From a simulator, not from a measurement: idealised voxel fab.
Process module in this document: voxel fin reveal
It is cross-section cut that appears here, measuring 270 nm in width, its square cells being 5 nm in size.
A cross-section is written here as square cells arranged in a grid, and it is given in bands from the top down, each band taking up one or more rows of cells. Heads up on the band format: heights come first, top then bottom, in nm. After that it's the materials left to right, each with its width in nm. A single material flagged "edge to edge" fills the whole band edge to edge, and "blank" means there's empty space there. A quick word on heights: they are counted from 0, and under that level the wafer as it came to us is one material throughout. The lowest band is different from the rest in having no bottom; it simply continues downward, written as in "0 nm and below". With a width like "30..40", each row of cells in the band differs from the next by the same amount, the top row carrying the first number and the bottom row the second. "nothing different" after a step means that no cell of the cross-section changed. Closed empty spaces (no open way to the top) of 8 cells or more are what "Closed void entries" lists, each as width x height at distance from the left edge, nm for all three. Read whatever lies past the settings on a step's line as the simulator's own remark about the step. overlay nm: where the mask lay relative to plan, measured to the right, on steps with a mask; negatives go left.

List of planned process steps
1,RECEIVE, material Si
2,CONFORMAL_DEP, material SiN, thk nm 10
3,DIRECTIONAL_DEP, material aC, thk nm 15
4,PATTERN, tone cover, mask id FINS, material resist, width nm 15, pitch nm 35, thk nm 35, overlay nm -15
5,DIRECTIONAL_ETCH, etch materials aC, depth nm 15
6,STRIP, etch materials resist
7,DIRECTIONAL_ETCH, etch materials SiN, depth nm 10
8,DIRECTIONAL_ETCH, etch materials Si, depth nm 40
9,STRIP, etch materials aC
10,FILL_DEP, material SiO2, thk nm 10
11,CMP, height nm 10
12,SELECTIVE_ETCH, etch materials SiO2, depth nm 20
13,STRIP, etch materials SiN
Wafers differ in overlay nm at step 4; plan lists the first wafer's value; identical starting state.

First wafer as received, after step 1
	0 nm and below = Si edge to edge
	Closed void entries: none

Shown in cross-section: the first of several wafers at the end of the module, after its last step, step 13
	0 nm to -10 nm = 95 blank | 15 Si | 20 blank | 15 Si | 125 blank
	-10 nm to -40 nm = 95 SiO2 | 15 Si | 20 SiO2 | 15 Si | 125 SiO2
	-40 nm and below = Si edge to edge
	Closed void entries: none

Final wafer cross-section at module end
	0 nm to -10 nm = 125 blank | 15 Si | 20 blank | 15 Si | 95 blank
	-10 nm to -40 nm = 125 SiO2 | 15 Si | 20 SiO2 | 15 Si | 95 SiO2
	-40 nm and below = Si edge to edge
	Closed void entries: none

Per-wafer rows below. For each material: cells gained (+) or lost (-) since the wafer was received, as of end of module. Then: closed voids
overlay nm -15, -384 Si, +288 SiO2, Closed void entries: none
overlay nm -10, -384 Si, +288 SiO2, Closed void entries: none
overlay nm -5, -384 Si, +288 SiO2, Closed void entries: none
overlay nm 0, -384 Si, +288 SiO2, Closed void entries: none
overlay nm 5, -384 Si, +288 SiO2, Closed void entries: none
overlay nm 10, -384 Si, +288 SiO2, Closed void entries: none
overlay nm 15, -384 Si, +288 SiO2, Closed void entries: none
